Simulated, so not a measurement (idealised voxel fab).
process module | voxel capacitor over wiring
cross-section cut | 160 nm wide | cells 5 nm
A cross-section is a grid of square cells, given in bands from the top down. A band is one or more rows of cells.
Each band's line starts with the height of the band's top and of its bottom, in nm. Then come its materials from left to right, each with its width in nm. One material with "throughout" fills the band from edge to edge. "air" is empty space.
Height 0 is the level under which the wafer as received is all one material. The lowest band goes on downwards, as in "0 down".
A width such as "30 to 40" changes by the same amount from each row of cells to the next, from the band's top row to its bottom row.
"no change" after a step means that no cell of the cross-section changed.
closed voids: empty space of 8 cells or more with no open way to the top, each as width x height at its distance from the left edge, in nm
after a step's settings: what the simulator itself notes on the step
overlay nm, on a step with a mask: how far to the right of its planned place the mask lay; to the left if negative
plan
1 op RECEIVE | material Si
2 op CONFORMAL_DEP | material SiO2 | thk nm 10
3 op DIRECTIONAL_DEP | material TiN | thk nm 5
4 op DIRECTIONAL_DEP | material Ru | thk nm 25
5 op DIRECTIONAL_DEP | material aC | thk nm 10
6 op PATTERN | tone cover | mask id METAL_1 | material resist | width nm 20 | pitch nm 85 | thk nm 30 | overlay nm 0
7 op DIRECTIONAL_ETCH | etch materials aC | depth nm 10
8 op STRIP | etch materials resist
9 op DIRECTIONAL_ETCH | etch materials Ru | depth nm 25
10 op DIRECTIONAL_ETCH | etch materials TiN | depth nm 5
11 op STRIP | etch materials aC
12 op FILL_DEP | material lowk | thk nm 10
13 op CMP | height nm 40
14 op CONFORMAL_DEP | material SiCN | thk nm 5
15 op DIRECTIONAL_DEP | material lowk | thk nm 15
16 op PATTERN | tone open | mask id PLUG_1 | material resist | width nm 15 | thk nm 15 | overlay nm 0
17 op DIRECTIONAL_ETCH | etch materials lowk | depth nm 15
18 op DIRECTIONAL_ETCH | etch materials SiCN | depth nm 5
19 op STRIP | etch materials resist
20 op EPI | material Ru | thk nm 10
21 op EPI | material Ru | thk nm 10
22 op DIRECTIONAL_DEP | material TiN | thk nm 5
23 op DIRECTIONAL_DEP | material HfO2 | thk nm 5
24 op DIRECTIONAL_DEP | material TiN | thk nm 10
25 op PATTERN | tone cover | mask id UPPER_PLATE | material resist | width nm 70 | thk nm 15 | overlay nm 0
26 op DIRECTIONAL_ETCH | etch materials TiN | depth nm 10
27 op DIRECTIONAL_ETCH | etch materials HfO2 | depth nm 5
28 op STRIP | etch materials resist
29 op DIRECTIONAL_DEP | material aC | thk nm 15
30 op PATTERN | tone cover | mask id LOWER_PLATE | material resist | width nm 80 | thk nm 35 | overlay nm 0
31 op DIRECTIONAL_ETCH | etch materials aC | depth nm 15
32 op STRIP | etch materials resist
33 op DIRECTIONAL_ETCH | etch materials TiN | depth nm 5
34 op STRIP | etch materials aC
35 op FILL_DEP | material SiO2 | thk nm 15
36 op CMP | height nm 90
37 op MASKED_ETCH | tone open | mask id PLUG_2 | width nm 15 | etch materials SiO2 | depth nm 10 | overlay nm 0
38 op CONFORMAL_DEP | material TiN | thk nm 5
39 op FILL_DEP | material Ru | thk nm 10
40 op CMP | height nm 90
41 op CONFORMAL_DEP | material SiCN | thk nm 5
as received, after step 1
  0 down: Si throughout
  closed voids: none
first wafer at the end, as planned
  95 to 90: SiCN throughout
  90 to 85: SiO2 40 | TiN 5 | Ru 5 | TiN 5 | SiO2 105
  85 to 80: SiO2 40 | TiN 15 | SiO2 105
  80 to 70: SiO2 30 | TiN 70 | SiO2 60
  70 to 65: SiO2 30 | HfO2 70 | SiO2 60
  65 to 60: SiO2 25 | TiN 80 | SiO2 55
  60 to 45: lowk 30 | Ru 15 | lowk 115
  45 to 40: SiCN 30 | Ru 15 | SiCN 115
  40 to 15: lowk 25 | Ru 20 | lowk 65 | Ru 20 | lowk 30
  15 to 10: lowk 25 | TiN 20 | lowk 65 | TiN 20 | lowk 30
  10 to 0: SiO2 throughout
  0 down: Si throughout
  closed voids: none
second wafer at the end: like start, like plan, one mistake
  95 to 90: SiCN throughout
  90 to 85: SiO2 40 | TiN 5 | Ru 5 | TiN 5 | SiO2 105
  85 to 75: SiO2 40 to 45 | TiN 15 to 55 | SiO2 105 to 60
  75 to 70: SiO2 30 | TiN 70 | SiO2 60
  70 to 65: SiO2 30 | TiN 15 | HfO2 55 | SiO2 60
  65 to 60: SiO2 25 | TiN 5 | HfO2 15 | TiN 60 | SiO2 55
  60 to 55: SiCN 30 | TiN 15 | SiCN 115
  55 to 40: lowk throughout
  40 to 15: lowk 25 | Ru 20 | lowk 65 | Ru 20 | lowk 30
  15 to 10: lowk 25 | TiN 20 | lowk 65 | TiN 20 | lowk 30
  10 to 0: SiO2 throughout
  0 down: Si throughout
  closed voids: none
what went wrong: steps 14 and 15 were swapped
at the end the second wafer has, in cells: 12 fewer of Ru | 3 more of SiO2 | 9 more of lowk
